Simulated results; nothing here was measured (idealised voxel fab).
You're looking at the process module voxel transistor to metal.
For reference, the cross-section in this document is cut, with width 160 nm and square cells of 5 nm.
This document writes a cross-section as a grid whose cells are square, and gives it as bands, listed from the top down; one or more rows of cells form a band. Each band's line starts with the height of the band's top and of its bottom, in nm. Then come its materials from left to right, each with its width in nm. One material with "all across" fills the band from edge to edge. "air" is empty space. Measure heights from 0. That's the level where, below it, the as-received wafer is all one material. The lowest band is bottomless and extends downward; write it as in "0 -> down". Width "30 to 40": first value at the band's top row of cells, second value at its bottom row, equal change from row to row. "identical to before" (step): cross-section cells unchanged, all of them. Voids not open to the top, 8 cells minimum: see "Closed void entries". Written width x height at distance; distance is from the left edge; nm. That trailing text on a step's line, after the settings, is the simulator's own remark on the step. If you see "overlay nm" on a step's line and that step has a mask, it's telling you how far right of where it was planned the mask ended up; a negative number means it went left instead.

Set out below are the planned steps of the process:
- 1: RECEIVE: material Si
- 2: CONFORMAL_DEP: material SiO2, thk nm 5
- 3: CONFORMAL_DEP: material SiN, thk nm 10
- 4: MASKED_ETCH: tone cover, mask id ACTIVE, width nm 100, etch materials SiN, depth nm 10, overlay nm 0
- 5: MASKED_ETCH: tone cover, mask id ACTIVE, width nm 100, etch materials SiO2, depth nm 5, overlay nm 0
- 6: MASKED_ETCH: tone cover, mask id ACTIVE, width nm 100, etch materials Si, depth nm 20, overlay nm 0
- 7: OXIDIZE: depth nm 5
- 8: FILL_DEP: material SiO2, thk nm 5
- 9: CMP: height nm 15
- 10: SELECTIVE_ETCH: etch materials SiO2, depth nm 10
- 11: STRIP: etch materials SiN
- 12: SELECTIVE_ETCH: etch materials SiO2, depth nm 5
- 13: OXIDIZE: depth nm 5
- 14: DIRECTIONAL_DEP: material polySi, thk nm 20
- 15: DIRECTIONAL_DEP: material SiCN, thk nm 10
- 16: DIRECTIONAL_DEP: material aC, thk nm 15
- 17: PATTERN: tone cover, mask id GATE, material resist, width nm 30, thk nm 30, overlay nm 0
- 18: DIRECTIONAL_ETCH: etch materials aC, depth nm 15
- 19: STRIP: etch materials resist
- 20: DIRECTIONAL_ETCH: etch materials SiCN, depth nm 20
- 21: DIRECTIONAL_ETCH: etch materials polySi, depth nm 30
- 22: STRIP: etch materials aC
- 23: CONFORMAL_DEP: material SiO2, thk nm 5
- 24: DIRECTIONAL_ETCH: etch materials SiO2, depth nm 5
- 25: CONFORMAL_DEP: material SiN, thk nm 10
- 26: DIRECTIONAL_ETCH: etch materials SiN, depth nm 10
- 27: DIRECTIONAL_ETCH: etch materials SiO2, depth nm 5
- 28: DIRECTIONAL_ETCH: etch materials Si, depth nm 15
- 29: EPI: material SiGe, thk nm 20
- 30: FILL_DEP: material SiO2, thk nm 5
- 31: CMP: height nm 20
- 32: STRIP: etch materials polySi
- 33: SELECTIVE_ETCH: etch materials SiO2, depth nm 5
- 34: CONFORMAL_DEP: material HfO2, thk nm 5
- 35: CONFORMAL_DEP: material TiN, thk nm 5
- 36: FILL_DEP: material W, thk nm 5
- 37: CMP: height nm 15
- 38: DIRECTIONAL_DEP: material SiO2, thk nm 15
- 39: MASKED_ETCH: tone open, mask id CONTACT, width nm 15, pitch nm 75, etch materials SiO2, depth nm 15, overlay nm 0
- 40: CONFORMAL_DEP: material TiN, thk nm 5
- 41: FILL_DEP: material Ru, thk nm 10
- 42: CMP: height nm 30
- 43: DIRECTIONAL_DEP: material TiN, thk nm 5
- 44: DIRECTIONAL_DEP: material W, thk nm 15
- 45: DIRECTIONAL_DEP: material aC, thk nm 15
- 46: PATTERN: tone cover, mask id METAL_1, material resist, width nm 15, pitch nm 75, thk nm 30, overlay nm 0
- 47: DIRECTIONAL_ETCH: etch materials aC, depth nm 15
- 48: STRIP: etch materials resist
- 49: DIRECTIONAL_ETCH: etch materials W, depth nm 15
- 50: DIRECTIONAL_ETCH: etch materials TiN, depth nm 5
- 51: STRIP: etch materials aC
- 52: FILL_DEP: material lowk, thk nm 10
- 53: CMP: height nm 50
- 54: CONFORMAL_DEP: material SiN, thk nm 5

Cross-section of the wafer as it came to us, i.e., already through step 1:
  0 -> down: Si all across
  Closed void entries: none

End-of-module cross-section of the first of two wafers, processed as planned:
  55 -> 50: SiN all across
  50 -> 35: 35 nm lowk / 15 nm W / 60 nm lowk / 15 nm W / 35 nm lowk
  35 -> 30: 35 nm lowk / 15 nm TiN / 60 nm lowk / 15 nm TiN / 35 nm lowk
  30 -> 20: 35 nm SiO2 / 5 nm TiN / 5 nm Ru / 5 nm TiN / 60 nm SiO2 / 5 nm TiN / 5 nm Ru / 5 nm TiN / 35 nm SiO2
  20 -> 15: 35 nm SiO2 / 15 nm TiN / 60 nm SiO2 / 15 nm TiN / 35 nm SiO2
  15 -> 5: 30 nm SiO2 / 20 nm SiGe / 10 nm SiN / 5 nm HfO2 / 5 nm TiN / 20 nm W / 5 nm TiN / 5 nm HfO2 / 10 nm SiN / 20 nm SiGe / 30 nm SiO2
  5 -> 0: 30 nm SiO2 / 20 nm SiGe / 10 nm SiN / 5 nm HfO2 / 30 nm TiN / 5 nm HfO2 / 10 nm SiN / 20 nm SiGe / 30 nm SiO2
  0 -> -5: 30 nm SiO2 / 20 nm SiGe / 10 nm SiO2 / 40 nm HfO2 / 10 nm SiO2 / 20 nm SiGe / 30 nm SiO2
  -5 -> -20: 35 nm SiO2 / 15 nm SiGe / 60 nm Si / 15 nm SiGe / 35 nm SiO2
  -20 -> -25: 35 nm SiO2 / 90 nm Si / 35 nm SiO2
  -25 -> down: Si all across
  Closed void entries: none

Cross-section, wafer two of two, end of module: same start and plan as wafer one, one error in execution:
  55 -> 50: SiN all across
  50 -> 35: 35 nm W / 15 nm lowk / 60 nm W / 15 nm lowk / 35 nm W
  35 -> 30: 35 nm TiN / 15 nm lowk / 60 nm TiN / 15 nm lowk / 35 nm TiN
  30 -> 20: 35 nm SiO2 / 5 nm TiN / 5 nm Ru / 5 nm TiN / 60 nm SiO2 / 5 nm TiN / 5 nm Ru / 5 nm TiN / 35 nm SiO2
  20 -> 15: 35 nm SiO2 / 15 nm TiN / 60 nm SiO2 / 15 nm TiN / 35 nm SiO2
  15 -> 5: 30 nm SiO2 / 20 nm SiGe / 10 nm SiN / 5 nm HfO2 / 5 nm TiN / 20 nm W / 5 nm TiN / 5 nm HfO2 / 10 nm SiN / 20 nm SiGe / 30 nm SiO2
  5 -> 0: 30 nm SiO2 / 20 nm SiGe / 10 nm SiN / 5 nm HfO2 / 30 nm TiN / 5 nm HfO2 / 10 nm SiN / 20 nm SiGe / 30 nm SiO2
  0 -> -5: 30 nm SiO2 / 20 nm SiGe / 10 nm SiO2 / 40 nm HfO2 / 10 nm SiO2 / 20 nm SiGe / 30 nm SiO2
  -5 -> -20: 35 nm SiO2 / 15 nm SiGe / 60 nm Si / 15 nm SiGe / 35 nm SiO2
  -20 -> -25: 35 nm SiO2 / 90 nm Si / 35 nm SiO2
  -25 -> down: Si all across
  Closed void entries: none
Nonconformance to the process plan: step 46, actual vs plan mismatch, actual run PATTERN: tone open, mask id METAL_1, material resist, width nm 15, pitch nm 75, thk nm 30, overlay nm 0
Once processing is complete, comparing cell counts shows that the second wafer has more or fewer of certain materials than the first: TiN +20, W +60, lowk -80
